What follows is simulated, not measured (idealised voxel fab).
Process module, titled voxel double patterning
Each square cell in cross-section cut measures 5 nm, and the section as a whole is 230 nm wide.
Just so we're on the same page, the cross-sections are grids of square cells, and they're listed out in bands top to bottom, each band one or more rows deep. Top height, bottom height, nm. Materials left to right, width each, nm. Single material + "full width" = fills band edge to edge. "air" = empty. Below 0: as-received wafer, all one material; heights counted from there. Lowest band: no bottom, goes on down, written "0 nm and below". The expression "30 to 40" gives the width at the extremes of the band, the first number at its top row of cells and the second at its bottom row, with the width changing by equal amounts from each row to the next in between. It should be understood that the words "no change occurred", when stated for a given step, signify that the cross-section underwent no change in any of its cells during that step. Each empty space that has no open way to the top and spans at least 8 cells appears under "Closed void roster" as width x height at distance, the distance counted from the left edge, all in nm. after a step's settings: what the simulator itself notes on the step. overlay nm: on a step with a mask, how far right of its planned place the mask lay; negative means left.
# Process steps - plan
1. RECEIVE | material Si
2. CONFORMAL_DEP | material SiO2 | thk nm 5
3. DIRECTIONAL_DEP | material TiN | thk nm 20
4. DIRECTIONAL_DEP | material SiCN | thk nm 10
5. MASKED_ETCH | tone open | mask id FIRST | width nm 15 | pitch nm 50 | etch materials SiCN | depth nm 10 | overlay nm 0
6. DIRECTIONAL_DEP | material aC | thk nm 10
7. PATTERN | tone open | mask id SECOND | material resist | width nm 15 | pitch nm 50 | thk nm 25 | overlay nm 0
8. DIRECTIONAL_ETCH | etch materials aC | depth nm 10
9. STRIP | etch materials resist
10. DIRECTIONAL_ETCH | etch materials SiCN | depth nm 10
11. STRIP | etch materials aC
12. DIRECTIONAL_ETCH | etch materials TiN | depth nm 20
13. STRIP | etch materials SiCN
# Cross-section of the wafer at receipt, which is the condition after step 1
0 nm and below | Si full width
Closed void roster: none
# Post-module cross-section of the first of two wafers (run per plan)
25 nm to 5 nm | TiN=55 | air=15 | TiN=10 | air=15 | TiN=10 | air=15 | TiN=10 | air=15 | TiN=10 | air=15 | TiN=60
5 nm to 0 nm | SiO2 full width
0 nm and below | Si full width
Closed void roster: none
# Second wafer of the two, sectioned at the end of the module. It began like the first and followed the same plan, but one mistake was made while running it
20 nm to 0 nm | TiN=55 | air=15 | TiN=10 | air=15 | TiN=10 | air=15 | TiN=10 | air=15 | TiN=10 | air=15 | TiN=60
0 nm and below | Si full width
Closed void roster: none
Where did the run depart from the plan? step 2 of the plan: omitted, not performed
Final tally in cells, some materials are higher or lower on the second wafer than on the first: SiO2 -46
